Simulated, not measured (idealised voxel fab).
Title: Process Module voxel trench capacitor
Cross-section cut: width 260 nm, square cells of 5 nm.
In what follows, cross-sections appear as grids of square cells, described through bands that run from the top down, where every band is one or more rows of cells.
Quick guide to a band line: top height, bottom height (nm) up front; then every material left to right with its width in nm. Only one material and it's marked "full width"? Then it fills the band edge to edge. And "air" just means empty space.
For the purposes of this specification, 0 denotes the height below which the wafer in its as-received condition is composed wholly of one material, and the lowermost band, lacking a lower limit, extends downward without end, as expressed in "0 -> down".
It should be noted that a width expressed as "30..40" varies in equal increments from row to row of cells within the band, taking the value of the first number at the top row and that of the second number at the bottom row.
The designation "nothing was modified", where it is given for a processing step, indicates that no cell of the cross-section was altered in the course of that step.
Basically, "Entrapped voids" tells you about the enclosed voids: empty spaces with no open way to the top, 8 cells or bigger, each written width x height at distance, where distance is from the left edge, all in nm.
Heads up: the bit after the settings on a step's line is the simulator's remark on that step.
A step line may carry the setting "overlay nm", which, for steps involving a mask, states the distance by which the mask lay to the right of its intended position; negative values denote displacement to the left.
The steps planned for the process are as follows
1. op RECEIVE | material Si
2. op CONFORMAL_DEP | material SiN | thk nm 5
3. op DIRECTIONAL_DEP | material aC | thk nm 5
4. op PATTERN | tone open | mask id TRENCH | material resist | width nm 15 | pitch nm 40 | thk nm 35 | overlay nm 0
5. op DIRECTIONAL_ETCH | etch materials aC | depth nm 15
6. op STRIP | etch materials resist
7. op DIRECTIONAL_ETCH | etch materials SiN | depth nm 5
8. op DIRECTIONAL_ETCH | etch materials Si | depth nm 40
9. op STRIP | etch materials aC
10. op CONFORMAL_DEP | material Al2O3 | thk nm 5
11. op FILL_DEP | material polySi | thk nm 5
12. op CMP | height nm 5
It is noted that the wafers described herein are identical at the outset and are distinguished by the thk nm of step 3; the value stated in the plan corresponds to the first wafer.
Sectional view: first of several wafers, as received, after step 1
> 0 -> down = Si full width
> Entrapped voids: none
Wafer rows, end of module: cells per material gained (+) or lost (-) since receipt; closed voids last
thk nm 5; +57 Al2O3; -72 Si; +43 SiN; +24 polySi; Entrapped voids: none
thk nm 10; +57 Al2O3; -72 Si; +43 SiN; +24 polySi; Entrapped voids: none
thk nm 15; +57 Al2O3; -72 Si; +43 SiN; +24 polySi; Entrapped voids: none
thk nm 20; +52 SiN; Entrapped voids: none
thk nm 25; +52 SiN; Entrapped voids: none
thk nm 30; +52 SiN; Entrapped voids: none
